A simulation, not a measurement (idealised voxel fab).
The following process module bears the name voxel quadruple lines.
Shown is cross-section cut, with a width of 280 nm and square cells of size 5 nm.
Cross-section layout: square cells on a grid; listed as bands, top to bottom; a band spans one or more cell rows. Heads up on the band format: heights come first, top then bottom, in nm. After that it's the materials left to right, each with its width in nm. A single material flagged "edge to edge" fills the whole band edge to edge, and "empty" means there's empty space there. Height datum 0, below which the as-received substrate wafer is one material. Lowest band open at the bottom, running downward: "from 0 down". So if you see something like "30 to 40" for the width, read it as the top row of the band sitting at the first number and the bottom row at the second, with every row in between moving by the same amount as the last. Take "no modification" at face value: in the step it is given for, the cross-section changed in none of its cells. Listed in "Cavities, sealed": every empty space of 8 or more cells without an open way to the top. Form: width x height at distance, the distance being from the left edge, all in nm. On each step's line, the part that comes after the settings is the simulator's own comment on the step. overlay nm, on a step with a mask: how far to the right of its planned place the mask lay; to the left if negative.

-- The steps planned for the process are as follows
step 1: RECEIVE with material Si
step 2: CONFORMAL_DEP with material Al2O3, thk nm 5
step 3: DIRECTIONAL_DEP with material Ru, thk nm 10
step 4: DIRECTIONAL_DEP with material polySi, thk nm 20
step 5: DIRECTIONAL_DEP with material aC, thk nm 20
step 6: PATTERN with tone cover, mask id MANDREL, material resist, width nm 20, thk nm 25, overlay nm 0
step 7: DIRECTIONAL_ETCH with etch materials aC, depth nm 20
step 8: STRIP with etch materials resist
step 9: CONFORMAL_DEP with material SiO2, thk nm 10
step 10: DIRECTIONAL_ETCH with etch materials SiO2, depth nm 10
step 11: STRIP with etch materials aC
step 12: DIRECTIONAL_ETCH with etch materials polySi, depth nm 20
step 13: STRIP with etch materials SiO2
step 14: CONFORMAL_DEP with material SiCN, thk nm 5
step 15: DIRECTIONAL_ETCH with etch materials SiCN, depth nm 5
step 16: STRIP with etch materials polySi
step 17: DIRECTIONAL_ETCH with etch materials Ru, depth nm 10
step 18: STRIP with etch materials SiCN
step 19: FILL_DEP with material lowk, thk nm 10
step 20: CMP with height nm 15

-- First of two wafers - as planned

-- Received-state cross-section, reflecting completion of step 1
  from 0 down = Si edge to edge
  Cavities, sealed: none

-- after step 2
  from 5 to 0 = Al2O3 edge to edge
  Whatever lies below 0 is exactly as it was before.

-- after step 3
  from 15 to 5 = Ru edge to edge
  Whatever lies below 5 is exactly as it was before.

-- after step 4
  from 35 to 15 = polySi edge to edge
  Whatever lies below 15 is exactly as it was before.

-- after step 5
  from 55 to 35 = aC edge to edge
  Whatever lies below 35 is exactly as it was before.

-- after step 6
  from 80 to 55 = empty 130 nm, then resist 20 nm, then empty 130 nm
  Whatever lies below 55 is exactly as it was before.

-- after step 7
  from 60 to 55 = empty 130 nm, then resist 20 nm, then empty 130 nm
  from 55 to 35 = empty 130 nm, then aC 20 nm, then empty 130 nm
  Whatever lies below 35 is exactly as it was before.

-- after step 8
  from 55 to 35 = empty 130 nm, then aC 20 nm, then empty 130 nm
  Whatever lies below 35 is exactly as it was before.

-- after step 9
  from 65 to 55 = empty 120 nm, then SiO2 40 nm, then empty 120 nm
  from 55 to 45 = empty 120 nm, then SiO2 10 nm, then aC 20 nm, then SiO2 10 nm, then empty 120 nm
  from 45 to 35 = SiO2 130 nm, then aC 20 nm, then SiO2 130 nm
  Whatever lies below 35 is exactly as it was before.

-- after step 10
  from 55 to 35 = empty 120 nm, then SiO2 10 nm, then aC 20 nm, then SiO2 10 nm, then empty 120 nm
  Whatever lies below 35 is exactly as it was before.

-- after step 11
  from 55 to 35 = empty 120 nm, then SiO2 10 nm, then empty 20 nm, then SiO2 10 nm, then empty 120 nm
  Whatever lies below 35 is exactly as it was before.

-- after step 12
  from 55 to 35 = empty 120 nm, then SiO2 10 nm, then empty 20 nm, then SiO2 10 nm, then empty 120 nm
  from 35 to 15 = empty 120 nm, then polySi 10 nm, then empty 20 nm, then polySi 10 nm, then empty 120 nm
  Whatever lies below 15 is exactly as it was before.

-- after step 13
  from 35 to 15 = empty 120 nm, then polySi 10 nm, then empty 20 nm, then polySi 10 nm, then empty 120 nm
  Whatever lies below 15 is exactly as it was before.

-- after step 14
  from 40 to 35 = empty 115 nm, then SiCN 20 nm, then empty 10 nm, then SiCN 20 nm, then empty 115 nm
  from 35 to 20 = empty 115 nm, then SiCN 5 nm, then polySi 10 nm, then SiCN 5 nm, then empty 10 nm, then SiCN 5 nm, then polySi 10 nm, then SiCN 5 nm, then empty 115 nm
  from 20 to 15 = SiCN 120 nm, then polySi 10 nm, then SiCN 20 nm, then polySi 10 nm, then SiCN 120 nm
  Whatever lies below 15 is exactly as it was before.

-- after step 15
  from 35 to 15 = empty 115 nm, then SiCN 5 nm, then polySi 10 nm, then SiCN 5 nm, then empty 10 nm, then SiCN 5 nm, then polySi 10 nm, then SiCN 5 nm, then empty 115 nm
  Whatever lies below 15 is exactly as it was before.

-- after step 16
  from 35 to 15 = empty 115 nm, then SiCN 5 nm, then empty 10 nm, then SiCN 5 nm, then empty 10 nm, then SiCN 5 nm, then empty 10 nm, then SiCN 5 nm, then empty 115 nm
  Whatever lies below 15 is exactly as it was before.

-- after step 17
  from 35 to 15 = empty 115 nm, then SiCN 5 nm, then empty 10 nm, then SiCN 5 nm, then empty 10 nm, then SiCN 5 nm, then empty 10 nm, then SiCN 5 nm, then empty 115 nm
  from 15 to 5 = empty 115 nm, then Ru 5 nm, then empty 10 nm, then Ru 5 nm, then empty 10 nm, then Ru 5 nm, then empty 10 nm, then Ru 5 nm, then empty 115 nm
  Whatever lies below 5 is exactly as it was before.

-- after step 18
  from 15 to 5 = empty 115 nm, then Ru 5 nm, then empty 10 nm, then Ru 5 nm, then empty 10 nm, then Ru 5 nm, then empty 10 nm, then Ru 5 nm, then empty 115 nm
  Whatever lies below 5 is exactly as it was before.

-- after step 19
  from 25 to 15 = lowk edge to edge
  from 15 to 5 = lowk 115 nm, then Ru 5 nm, then lowk 10 nm, then Ru 5 nm, then lowk 10 nm, then Ru 5 nm, then lowk 10 nm, then Ru 5 nm, then lowk 115 nm
  Whatever lies below 5 is exactly as it was before.

-- after step 20
  from 15 to 5 = lowk 115 nm, then Ru 5 nm, then lowk 10 nm, then Ru 5 nm, then lowk 10 nm, then Ru 5 nm, then lowk 10 nm, then Ru 5 nm, then lowk 115 nm
  Whatever lies below 5 is exactly as it was before.

-- Wafer two. Same start, same plan, one slip in execution. Same as wafer one through step 1, inclusive

Second wafer: cross-section at the scheduled end of step 2: no modification

-- Second wafer: cross-section at the scheduled end of step 3
  from 10 to 0 = Ru edge to edge
  Whatever lies below 0 is exactly as it was before.

-- Second wafer: cross-section at the scheduled end of step 4
  from 30 to 10 = polySi edge to edge
  Whatever lies below 10 is exactly as it was before.

-- Second wafer: cross-section at the scheduled end of step 5
  from 50 to 30 = aC edge to edge
  Whatever lies below 30 is exactly as it was before.

-- Second wafer: cross-section at the scheduled end of step 6
  from 75 to 50 = empty 130 nm, then resist 20 nm, then empty 130 nm
  Whatever lies below 50 is exactly as it was before.

-- Second wafer: cross-section at the scheduled end of step 7
  from 55 to 50 = empty 130 nm, then resist 20 nm, then empty 130 nm
  from 50 to 30 = empty 130 nm, then aC 20 nm, then empty 130 nm
  Whatever lies below 30 is exactly as it was before.

-- Second wafer: cross-section at the scheduled end of step 8
  from 50 to 30 = empty 130 nm, then aC 20 nm, then empty 130 nm
  Whatever lies below 30 is exactly as it was before.

-- Second wafer: cross-section at the scheduled end of step 9
  from 60 to 50 = empty 120 nm, then SiO2 40 nm, then empty 120 nm
  from 50 to 40 = empty 120 nm, then SiO2 10 nm, then aC 20 nm, then SiO2 10 nm, then empty 120 nm
  from 40 to 30 = SiO2 130 nm, then aC 20 nm, then SiO2 130 nm
  Whatever lies below 30 is exactly as it was before.

-- Second wafer: cross-section at the scheduled end of step 10
  from 50 to 30 = empty 120 nm, then SiO2 10 nm, then aC 20 nm, then SiO2 10 nm, then empty 120 nm
  Whatever lies below 30 is exactly as it was before.

-- Second wafer: cross-section at the scheduled end of step 11
  from 50 to 30 = empty 120 nm, then SiO2 10 nm, then empty 20 nm, then SiO2 10 nm, then empty 120 nm
  Whatever lies below 30 is exactly as it was before.

-- Second wafer: cross-section at the scheduled end of step 12
  from 50 to 30 = empty 120 nm, then SiO2 10 nm, then empty 20 nm, then SiO2 10 nm, then empty 120 nm
  from 30 to 10 = empty 120 nm, then polySi 10 nm, then empty 20 nm, then polySi 10 nm, then empty 120 nm
  Whatever lies below 10 is exactly as it was before.

-- Second wafer: cross-section at the scheduled end of step 13
  from 30 to 10 = empty 120 nm, then polySi 10 nm, then empty 20 nm, then polySi 10 nm, then empty 120 nm
  Whatever lies below 10 is exactly as it was before.

-- Second wafer: cross-section at the scheduled end of step 14
  from 35 to 30 = empty 115 nm, then SiCN 20 nm, then empty 10 nm, then SiCN 20 nm, then empty 115 nm
  from 30 to 15 = empty 115 nm, then SiCN 5 nm, then polySi 10 nm, then SiCN 5 nm, then empty 10 nm, then SiCN 5 nm, then polySi 10 nm, then SiCN 5 nm, then empty 115 nm
  from 15 to 10 = SiCN 120 nm, then polySi 10 nm, then SiCN 20 nm, then polySi 10 nm, then SiCN 120 nm
  Whatever lies below 10 is exactly as it was before.

-- Second wafer: cross-section at the scheduled end of step 15
  from 30 to 10 = empty 115 nm, then SiCN 5 nm, then polySi 10 nm, then SiCN 5 nm, then empty 10 nm, then SiCN 5 nm, then polySi 10 nm, then SiCN 5 nm, then empty 115 nm
  Whatever lies below 10 is exactly as it was before.

-- Second wafer: cross-section at the scheduled end of step 16
  from 30 to 10 = empty 115 nm, then SiCN 5 nm, then empty 10 nm, then SiCN 5 nm, then empty 10 nm, then SiCN 5 nm, then empty 10 nm, then SiCN 5 nm, then empty 115 nm
  Whatever lies below 10 is exactly as it was before.

-- Second wafer: cross-section at the scheduled end of step 17
  from 30 to 10 = empty 115 nm, then SiCN 5 nm, then empty 10 nm, then SiCN 5 nm, then empty 10 nm, then SiCN 5 nm, then empty 10 nm, then SiCN 5 nm, then empty 115 nm
  from 10 to 0 = empty 115 nm, then Ru 5 nm, then empty 10 nm, then Ru 5 nm, then empty 10 nm, then Ru 5 nm, then empty 10 nm, then Ru 5 nm, then empty 115 nm
  Whatever lies below 0 is exactly as it was before.

-- Second wafer: cross-section at the scheduled end of step 18
  from 10 to 0 = empty 115 nm, then Ru 5 nm, then empty 10 nm, then Ru 5 nm, then empty 10 nm, then Ru 5 nm, then empty 10 nm, then Ru 5 nm, then empty 115 nm
  Whatever lies below 0 is exactly as it was before.

-- Second wafer: cross-section at the scheduled end of step 19
  from 20 to 10 = lowk edge to edge
  from 10 to 0 = lowk 115 nm, then Ru 5 nm, then lowk 10 nm, then Ru 5 nm, then lowk 10 nm, then Ru 5 nm, then lowk 10 nm, then Ru 5 nm, then lowk 115 nm
  Whatever lies below 0 is exactly as it was before.

-- Second wafer: cross-section at the scheduled end of step 20
  from 15 to 10 = lowk edge to edge
  Whatever lies below 10 is exactly as it was before.
Short version of what went wrong: execution of step 2 of the plan did not take place, the step having been omitted
Heads up, by the end the second wafer has more or fewer cells of some materials compared to the first: -56 Al2O3; +56 lowk
